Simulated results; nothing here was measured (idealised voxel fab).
Proc. module: voxel air gaps
The figure presents cross-section cut, which has a width of 230 nm and is divided into square cells with an edge length of 5 nm.
Notation: cross-section as square-cell grid; stated in bands, top first, going down; one or more cell rows per band.
Heads up on the band format: heights come first, top then bottom, in nm. After that it's the materials left to right, each with its width in nm. A single material flagged "everywhere" fills the whole band edge to edge, and "empty" means there's empty space there.
Heights are measured from 0, the level below which the as-received wafer is all one material; the lowest band has no bottom and continues downward, written as in "from 0 down".
Read "30..40" as a graded width: first number on top, second number at the bottom, same change between each pair of neighbouring rows.
When a step is marked "nothing changed", none of the cells in the cross-section changed during that step.
"Enclosed cavity list" means: voids of 8 cells or more that are shut off from the top with no open way through. Written width x height at distance, distance from the left edge, in nm.
Past the settings on a step's line: simulator remark, on that step.
On any step carrying a mask, the "overlay nm" setting, if present on the step's line, tells how far right of its planned place the mask lay; negative values point to the left.

Planned process steps
1) op RECEIVE | material Si
2) op CONFORMAL_DEP | material SiO2 | thk nm 10
3) op CONFORMAL_DEP | material SiN | thk nm 5
4) op DIRECTIONAL_DEP | material lowk | thk nm 40
5) op PATTERN | tone open | mask id LINES | material resist | width nm 20 | pitch nm 45 | thk nm 20 | overlay nm 0
6) op DIRECTIONAL_ETCH | etch materials lowk | depth nm 40
7) op STRIP | etch materials resist
8) op CONFORMAL_DEP | material TiN | thk nm 5
9) op FILL_DEP | material Ru | thk nm 5
10) op CMP | height nm 55
11) op EPI | material Ru | thk nm 10
12) op SELECTIVE_ETCH | etch materials lowk | depth nm 50
13) op CONFORMAL_DEP | material SiCN | thk nm 5

Cross-section of the wafer as it came to us, i.e., already through step 1
> from 0 down = Si everywhere
> Enclosed cavity list: none

Starting structure and process plan are as shown above, but one mistake was made in running the module; the wafer cross-section at the end of the module follows
> from 65 to 55 = empty: 25, Ru: 40, empty: 5, Ru: 40, empty: 5, Ru: 40, empty: 5, Ru: 40, empty: 30
> from 55 to 20 = empty: 35, TiN: 5, Ru: 10, TiN: 5, empty: 25, TiN: 5, Ru: 10, TiN: 5, empty: 25, TiN: 5, Ru: 10, TiN: 5, empty: 25, TiN: 5, Ru: 10, TiN: 5, empty: 40
> from 20 to 15 = empty: 35, TiN: 20, empty: 25, TiN: 20, empty: 25, TiN: 20, empty: 25, TiN: 20, empty: 40
> from 15 to 10 = SiN everywhere
> from 10 to 0 = SiO2 everywhere
> from 0 down = Si everywhere
> Enclosed cavity list: none
what went wrong: step 13 was dropped from the plan's execution and never run
